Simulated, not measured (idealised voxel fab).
process module | voxel double patterning
cross-section cut | 150 nm wide | cells 5 nm
A cross-section is a grid of square cells, given in bands from the top down. A band is one or more rows of cells.
Each band's line starts with the height of the band's top and of its bottom, in nm. Then come its materials from left to right, each with its width in nm. One material with "throughout" fills the band from edge to edge. "air" is empty space.
Height 0 is the level under which the wafer as received is all one material. The lowest band goes on downwards, as in "0 down".
A width such as "30 to 40" changes by the same amount from each row of cells to the next, from the band's top row to its bottom row.
"no change" after a step means that no cell of the cross-section changed.
closed voids: empty space of 8 cells or more with no open way to the top, each as width x height at its distance from the left edge, in nm
after a step's settings: what the simulator itself notes on the step
overlay nm, on a step with a mask: how far to the right of its planned place the mask lay; to the left if negative
plan
1 op RECEIVE | material Si
2 op CONFORMAL_DEP | material SiN | thk nm 5
3 op DIRECTIONAL_DEP | material SiO2 | thk nm 20
4 op DIRECTIONAL_DEP | material SiCN | thk nm 5
5 op DIRECTIONAL_DEP | material aC | thk nm 10
6 op PATTERN | tone open | mask id FIRST | material resist | width nm 15 | pitch nm 50 | thk nm 25 | overlay nm 0
7 op DIRECTIONAL_ETCH | etch materials aC | depth nm 10
8 op STRIP | etch materials resist
9 op DIRECTIONAL_ETCH | etch materials SiCN | depth nm 5
10 op STRIP | etch materials aC
11 op PATTERN | tone open | mask id SECOND | material resist | width nm 15 | pitch nm 50 | thk nm 15 | overlay nm 0
12 op DIRECTIONAL_ETCH | etch materials SiCN | depth nm 5
13 op STRIP | etch materials resist
14 op DIRECTIONAL_ETCH | etch materials SiO2 | depth nm 20
15 op STRIP | etch materials SiCN
as received, after step 1
  0 down: Si throughout
  closed voids: none
first wafer at the end, as planned
  25 to 5: SiO2 15 | air 15 | SiO2 10 | air 15 | SiO2 10 | air 15 | SiO2 10 | air 15 | SiO2 10 | air 15 | SiO2 20
  5 to 0: SiN throughout
  0 down: Si throughout
  closed voids: none
second wafer at the end: like start, like plan, one mistake
  20 to 0: SiO2 15 | air 15 | SiO2 10 | air 15 | SiO2 10 | air 15 | SiO2 10 | air 15 | SiO2 10 | air 15 | SiO2 20
  0 down: Si throughout
  closed voids: none
what went wrong: step 2 was left out
at the end the second wafer has, in cells: 30 fewer of SiN
